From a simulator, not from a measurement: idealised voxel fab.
Presented below is a process module, voxel self aligned vias.
We display cut, a cross-section 240 nm in width whose square cells are each 5 nm.
Cross-section spec: square-cell grid; bands listed top down; each band is one or more rows.
Band entry format. Leading values: height of top, height of bottom, nm. Remainder: materials in left-to-right order, each with its width in nm. Special words: "all across" on a single material, which then fills the band edge to edge; "air", empty space.
Basically, 0 is our baseline, since under it the wafer straight out of the box is all one material. The bottom band has no lower end and keeps on going down, so it looks like "0 nm and below".
The two numbers in a width such as "30->40" mark its ends across the band: the first belongs to the top row of cells, the second to the bottom row, and from each row to the next the width moves by the same amount.
Step marked "changes: none"? Then no cell in the cross-section changed in it.
"Closed void entries": empty spaces of 8 cells or more with no open way to the top, each given as width x height at distance, distance from the left edge, all in nm.
Whatever follows a step's settings on its line is a remark the simulator itself makes about that step.
overlay nm: right-of-plan distance of the mask on a masked step; negative values mean left-of-plan.
# This section lists the process steps that were planned
- 1: RECEIVE, material Si
- 2: CONFORMAL_DEP, material SiO2, thk nm 15
- 3: CONFORMAL_DEP, material SiCN, thk nm 5
- 4: DIRECTIONAL_DEP, material lowk, thk nm 25
- 5: DIRECTIONAL_DEP, material aC, thk nm 15
- 6: PATTERN, tone open, mask id LINES, material resist, width nm 25, pitch nm 65, thk nm 35, overlay nm 0
- 7: DIRECTIONAL_ETCH, etch materials aC, depth nm 15
- 8: STRIP, etch materials resist
- 9: DIRECTIONAL_ETCH, etch materials lowk, depth nm 25
- 10: STRIP, etch materials aC
- 11: CONFORMAL_DEP, material TiN, thk nm 5
- 12: FILL_DEP, material W, thk nm 5
- 13: CMP, height nm 45
- 14: SELECTIVE_ETCH, etch materials W Ru TiN, depth nm 10
- 15: FILL_DEP, material SiN, thk nm 5
- 16: CMP, height nm 45
- 17: DIRECTIONAL_DEP, material lowk, thk nm 15
- 18: MASKED_ETCH, tone open, mask id VIAS, width nm 35, pitch nm 130, etch materials lowk, depth nm 15, overlay nm 0
- 19: MASKED_ETCH, tone open, mask id VIAS, width nm 35, pitch nm 130, etch materials SiN, depth nm 10, overlay nm 0
- 20: CONFORMAL_DEP, material TiN, thk nm 5
- 21: FILL_DEP, material Cu, thk nm 5
- 22: CMP, height nm 60
- 23: CONFORMAL_DEP, material SiCN, thk nm 5
# Wafer cross-section on receipt, i.e. after step 1
> 0 nm and below = Si all across
> Closed void entries: none
# Starting wafer: above. Plan: above. Run: one mistake. Cross-section after the module: below
> 65 nm to 60 nm = SiCN all across
> 60 nm to 50 nm = 35 lowk / 5 TiN / 25 Cu / 5 TiN / 95 lowk / 5 TiN / 25 Cu / 5 TiN / 40 lowk
> 50 nm to 45 nm = 35 lowk / 35 TiN / 95 lowk / 35 TiN / 40 lowk
> 45 nm to 35 nm = 40 lowk / 5 TiN / 15 W / 5 TiN / 40 lowk / 5 SiN / 15 W / 5 SiN / 40 lowk / 5 TiN / 15 W / 5 TiN / 45 lowk
> 35 nm to 25 nm = 40 lowk / 5 TiN / 15 W / 5 TiN / 40 lowk / 5 TiN / 15 W / 5 TiN / 40 lowk / 5 TiN / 15 W / 5 TiN / 45 lowk
> 25 nm to 20 nm = 40 lowk / 25 TiN / 40 lowk / 25 TiN / 40 lowk / 25 TiN / 45 lowk
> 20 nm to 15 nm = SiCN all across
> 15 nm to 0 nm = SiO2 all across
> 0 nm and below = Si all across
> Closed void entries: none
What was the processing mistake? note that step 14 departed from the planned setting and was carried out as SELECTIVE_ETCH, etch materials TiN, depth nm 10
